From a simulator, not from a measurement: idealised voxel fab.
Process module in this document: voxel wiring stack
In the cross-section labelled cut, the width is 225 nm and each square cell is 5 nm.
Bands, listed from the top down, are how a cross-section gets written in this document; the cross-section itself is a grid of square cells, and a band is one or more rows of them. Heads up on the band format: heights come first, top then bottom, in nm. After that it's the materials left to right, each with its width in nm. A single material flagged "everywhere" fills the whole band edge to edge, and "air" means there's empty space there. Ref level 0: as-received wafer is one material below here. Bottom band extends down with no lower bound ("z 0 and below"). The two numbers in a width such as "30..40" mark its ends across the band: the first belongs to the top row of cells, the second to the bottom row, and from each row to the next the width moves by the same amount. "no modifications" for a step: no cell of the cross-section changed in that step. For the entry "Voids, fully enclosed", the listed items are empty spaces with no open way to the top whose size is 8 cells or more; each item follows the pattern width x height at distance, where distance is from the left edge and all three are in nm. If you see something after the settings on a step's line, that's the simulator's own remark about that step. For masked steps, "overlay nm" on the step line gives how far right of plan the mask actually lay; a minus sign means it lay to the left.

### plan
1 op RECEIVE | material Si
2 op CONFORMAL_DEP | material SiO2 | thk nm 15
3 op CONFORMAL_DEP | material SiCN | thk nm 5
4 op DIRECTIONAL_DEP | material SiO2 | thk nm 25
5 op PATTERN | tone open | mask id METAL_1 | material resist | width nm 25 | pitch nm 45 | thk nm 15 | overlay nm 0
6 op DIRECTIONAL_ETCH | etch materials SiO2 | depth nm 25
7 op DIRECTIONAL_ETCH | etch materials SiCN | depth nm 5
8 op STRIP | etch materials resist
9 op CONFORMAL_DEP | material TiN | thk nm 5
10 op FILL_DEP | material W | thk nm 5
11 op CMP | height nm 45
12 op CONFORMAL_DEP | material SiCN | thk nm 5
13 op DIRECTIONAL_DEP | material lowk | thk nm 25
14 op PATTERN | tone open | mask id METAL_2 | material resist | width nm 25 | pitch nm 45 | thk nm 15 | overlay nm 0
15 op DIRECTIONAL_ETCH | etch materials lowk | depth nm 15
16 op STRIP | etch materials resist
17 op PATTERN | tone open | mask id METAL_2_HOLES | material resist | width nm 15 | pitch nm 45 | thk nm 15 | overlay nm 0
18 op DIRECTIONAL_ETCH | etch materials lowk | depth nm 10
19 op DIRECTIONAL_ETCH | etch materials SiCN | depth nm 5
20 op STRIP | etch materials resist
21 op CONFORMAL_DEP | material TiN | thk nm 5
22 op FILL_DEP | material Cu | thk nm 5
23 op CMP | height nm 75
24 op CONFORMAL_DEP | material SiCN | thk nm 5
25 op DIRECTIONAL_DEP | material SiO2 | thk nm 15
26 op PATTERN | tone open | mask id PLUG_2 | material resist | width nm 15 | pitch nm 90 | thk nm 15 | overlay nm 0
27 op DIRECTIONAL_ETCH | etch materials SiO2 | depth nm 15
28 op DIRECTIONAL_ETCH | etch materials SiCN | depth nm 5
29 op STRIP | etch materials resist
30 op CONFORMAL_DEP | material TiN | thk nm 5
31 op FILL_DEP | material Cu | thk nm 5
32 op CMP | height nm 95
33 op DIRECTIONAL_DEP | material TiN | thk nm 5
34 op DIRECTIONAL_DEP | material W | thk nm 20
35 op DIRECTIONAL_DEP | material aC | thk nm 10
36 op PATTERN | tone cover | mask id METAL_3 | material resist | width nm 25 | pitch nm 45 | thk nm 25 | overlay nm 0
37 op DIRECTIONAL_ETCH | etch materials aC | depth nm 10
38 op STRIP | etch materials resist
39 op DIRECTIONAL_ETCH | etch materials W | depth nm 20
40 op DIRECTIONAL_ETCH | etch materials TiN | depth nm 5
41 op STRIP | etch materials aC
42 op CONFORMAL_DEP | material SiCN | thk nm 5
43 op FILL_DEP | material SiO2 | thk nm 10
44 op CMP | height nm 120
45 op CONFORMAL_DEP | material SiCN | thk nm 5
46 op DIRECTIONAL_DEP | material lowk | thk nm 25
47 op PATTERN | tone open | mask id METAL_4 | material resist | width nm 25 | pitch nm 45 | thk nm 15 | overlay nm 0
48 op DIRECTIONAL_ETCH | etch materials lowk | depth nm 15
49 op STRIP | etch materials resist
50 op DIRECTIONAL_DEP | material aC | thk nm 5
51 op PATTERN | tone open | mask id METAL_4_HOLES | material resist | width nm 15 | pitch nm 45 | thk nm 30 | overlay nm 0
52 op DIRECTIONAL_ETCH | etch materials aC | depth nm 10
53 op STRIP | etch materials resist
54 op DIRECTIONAL_ETCH | etch materials lowk | depth nm 10
55 op DIRECTIONAL_ETCH | etch materials SiCN | depth nm 5
56 op STRIP | etch materials aC
57 op CONFORMAL_DEP | material TiN | thk nm 5
58 op FILL_DEP | material Ru | thk nm 10
59 op CMP | height nm 150
60 op CONFORMAL_DEP | material SiCN | thk nm 5
Across this set of wafers, the varied parameter is the thk nm of step 50. Starting conditions are identical for every wafer, and the plan reports the value assigned to the first wafer.

### Cross-section, first of several wafers, as delivered after step 1
	z 0 and below = Si everywhere
	Voids, fully enclosed: none

### The first of several wafers, seen in cross-section after the module's last step, step 60
	z 155 to 150 = SiCN everywhere
	z 150 to 140 = 30 nm lowk | 5 nm TiN | 15 nm Ru | 5 nm TiN | 20 nm lowk | 5 nm TiN | 15 nm Ru | 5 nm TiN | 20 nm lowk | 5 nm TiN | 15 nm Ru | 5 nm TiN | 20 nm lowk | 5 nm TiN | 15 nm Ru | 5 nm TiN | 35 nm lowk
	z 140 to 135 = 30 nm lowk | 5 nm TiN | 5 nm Ru | 15 nm TiN | 20 nm lowk | 5 nm TiN | 5 nm Ru | 15 nm TiN | 20 nm lowk | 5 nm TiN | 5 nm Ru | 15 nm TiN | 20 nm lowk | 5 nm TiN | 5 nm Ru | 15 nm TiN | 35 nm lowk
	z 135 to 125 = 30 nm lowk | 5 nm TiN | 5 nm Ru | 5 nm TiN | 30 nm lowk | 5 nm TiN | 5 nm Ru | 5 nm TiN | 30 nm lowk | 5 nm TiN | 5 nm Ru | 5 nm TiN | 30 nm lowk | 5 nm TiN | 5 nm Ru | 5 nm TiN | 45 nm lowk
	z 125 to 120 = 30 nm SiCN | 15 nm TiN | 30 nm SiCN | 15 nm TiN | 30 nm SiCN | 15 nm TiN | 30 nm SiCN | 15 nm TiN | 45 nm SiCN
	z 120 to 100 = 25 nm SiO2 | 5 nm SiCN | 25 nm W | 5 nm SiCN | 10 nm SiO2 | 5 nm SiCN | 25 nm W | 5 nm SiCN | 10 nm SiO2 | 5 nm SiCN | 25 nm W | 5 nm SiCN | 10 nm SiO2 | 5 nm SiCN | 25 nm W | 5 nm SiCN | 30 nm SiO2
	z 100 to 95 = 30 nm SiCN | 25 nm TiN | 20 nm SiCN | 25 nm TiN | 20 nm SiCN | 25 nm TiN | 20 nm SiCN | 25 nm TiN | 35 nm SiCN
	z 95 to 80 = 30 nm SiO2 | 5 nm TiN | 5 nm Cu | 5 nm TiN | 75 nm SiO2 | 5 nm TiN | 5 nm Cu | 5 nm TiN | 90 nm SiO2
	z 80 to 75 = 30 nm SiCN | 15 nm TiN | 75 nm SiCN | 15 nm TiN | 90 nm SiCN
	z 75 to 65 = 30 nm lowk | 5 nm TiN | 15 nm Cu | 5 nm TiN | 20 nm lowk | 5 nm TiN | 15 nm Cu | 5 nm TiN | 20 nm lowk | 5 nm TiN | 15 nm Cu | 5 nm TiN | 20 nm lowk | 5 nm TiN | 15 nm Cu | 5 nm TiN | 35 nm lowk
	z 65 to 60 = 30 nm lowk | 5 nm TiN | 5 nm Cu | 15 nm TiN | 20 nm lowk | 5 nm TiN | 5 nm Cu | 15 nm TiN | 20 nm lowk | 5 nm TiN | 5 nm Cu | 15 nm TiN | 20 nm lowk | 5 nm TiN | 5 nm Cu | 15 nm TiN | 35 nm lowk
	z 60 to 50 = 30 nm lowk | 5 nm TiN | 5 nm Cu | 5 nm TiN | 30 nm lowk | 5 nm TiN | 5 nm Cu | 5 nm TiN | 30 nm lowk | 5 nm TiN | 5 nm Cu | 5 nm TiN | 30 nm lowk | 5 nm TiN | 5 nm Cu | 5 nm TiN | 45 nm lowk
	z 50 to 45 = 30 nm SiCN | 15 nm TiN | 30 nm SiCN | 15 nm TiN | 30 nm SiCN | 15 nm TiN | 30 nm SiCN | 15 nm TiN | 45 nm SiCN
	z 45 to 20 = 30 nm SiO2 | 5 nm TiN | 15 nm W | 5 nm TiN | 20 nm SiO2 | 5 nm TiN | 15 nm W | 5 nm TiN | 20 nm SiO2 | 5 nm TiN | 15 nm W | 5 nm TiN | 20 nm SiO2 | 5 nm TiN | 15 nm W | 5 nm TiN | 35 nm SiO2
	z 20 to 15 = 30 nm SiCN | 25 nm TiN | 20 nm SiCN | 25 nm TiN | 20 nm SiCN | 25 nm TiN | 20 nm SiCN | 25 nm TiN | 35 nm SiCN
	z 15 to 0 = SiO2 everywhere
	z 0 and below = Si everywhere
	Voids, fully enclosed: none

### Cross-section of the last wafer at end of module
	z 155 to 150 = SiCN everywhere
	z 150 to 140 = 30 nm lowk | 5 nm TiN | 15 nm Ru | 5 nm TiN | 20 nm lowk | 5 nm TiN | 15 nm Ru | 5 nm TiN | 20 nm lowk | 5 nm TiN | 15 nm Ru | 5 nm TiN | 20 nm lowk | 5 nm TiN | 15 nm Ru | 5 nm TiN | 35 nm lowk
	z 140 to 135 = 30 nm lowk | 25 nm TiN | 20 nm lowk | 25 nm TiN | 20 nm lowk | 25 nm TiN | 20 nm lowk | 25 nm TiN | 35 nm lowk
	z 135 to 125 = lowk everywhere
	z 125 to 120 = SiCN everywhere
	z 120 to 100 = 25 nm SiO2 | 5 nm SiCN | 25 nm W | 5 nm SiCN | 10 nm SiO2 | 5 nm SiCN | 25 nm W | 5 nm SiCN | 10 nm SiO2 | 5 nm SiCN | 25 nm W | 5 nm SiCN | 10 nm SiO2 | 5 nm SiCN | 25 nm W | 5 nm SiCN | 30 nm SiO2
	z 100 to 95 = 30 nm SiCN | 25 nm TiN | 20 nm SiCN | 25 nm TiN | 20 nm SiCN | 25 nm TiN | 20 nm SiCN | 25 nm TiN | 35 nm SiCN
	z 95 to 80 = 30 nm SiO2 | 5 nm TiN | 5 nm Cu | 5 nm TiN | 75 nm SiO2 | 5 nm TiN | 5 nm Cu | 5 nm TiN | 90 nm SiO2
	z 80 to 75 = 30 nm SiCN | 15 nm TiN | 75 nm SiCN | 15 nm TiN | 90 nm SiCN
	z 75 to 65 = 30 nm lowk | 5 nm TiN | 15 nm Cu | 5 nm TiN | 20 nm lowk | 5 nm TiN | 15 nm Cu | 5 nm TiN | 20 nm lowk | 5 nm TiN | 15 nm Cu | 5 nm TiN | 20 nm lowk | 5 nm TiN | 15 nm Cu | 5 nm TiN | 35 nm lowk
	z 65 to 60 = 30 nm lowk | 5 nm TiN | 5 nm Cu | 15 nm TiN | 20 nm lowk | 5 nm TiN | 5 nm Cu | 15 nm TiN | 20 nm lowk | 5 nm TiN | 5 nm Cu | 15 nm TiN | 20 nm lowk | 5 nm TiN | 5 nm Cu | 15 nm TiN | 35 nm lowk
	z 60 to 50 = 30 nm lowk | 5 nm TiN | 5 nm Cu | 5 nm TiN | 30 nm lowk | 5 nm TiN | 5 nm Cu | 5 nm TiN | 30 nm lowk | 5 nm TiN | 5 nm Cu | 5 nm TiN | 30 nm lowk | 5 nm TiN | 5 nm Cu | 5 nm TiN | 45 nm lowk
	z 50 to 45 = 30 nm SiCN | 15 nm TiN | 30 nm SiCN | 15 nm TiN | 30 nm SiCN | 15 nm TiN | 30 nm SiCN | 15 nm TiN | 45 nm SiCN
	z 45 to 20 = 30 nm SiO2 | 5 nm TiN | 15 nm W | 5 nm TiN | 20 nm SiO2 | 5 nm TiN | 15 nm W | 5 nm TiN | 20 nm SiO2 | 5 nm TiN | 15 nm W | 5 nm TiN | 20 nm SiO2 | 5 nm TiN | 15 nm W | 5 nm TiN | 35 nm SiO2
	z 20 to 15 = 30 nm SiCN | 25 nm TiN | 20 nm SiCN | 25 nm TiN | 20 nm SiCN | 25 nm TiN | 20 nm SiCN | 25 nm TiN | 35 nm SiCN
	z 15 to 0 = SiO2 everywhere
	z 0 and below = Si everywhere
	Voids, fully enclosed: none

### End of module, by wafer: material-by-material cell gain (+) or loss (-) since receipt, then closed voids
thk nm 5 | +42 Cu | +36 Ru | +232 SiCN | +445 SiO2 | +218 TiN | +140 W | +282 lowk | Voids, fully enclosed: none
thk nm 10 | +42 Cu | +36 Ru | +232 SiCN | +445 SiO2 | +218 TiN | +140 W | +282 lowk | Voids, fully enclosed: none
thk nm 15 | +42 Cu | +24 Ru | +244 SiCN | +445 SiO2 | +194 TiN | +140 W | +306 lowk | Voids, fully enclosed: none
thk nm 20 | +42 Cu | +24 Ru | +244 SiCN | +445 SiO2 | +194 TiN | +140 W | +306 lowk | Voids, fully enclosed: none
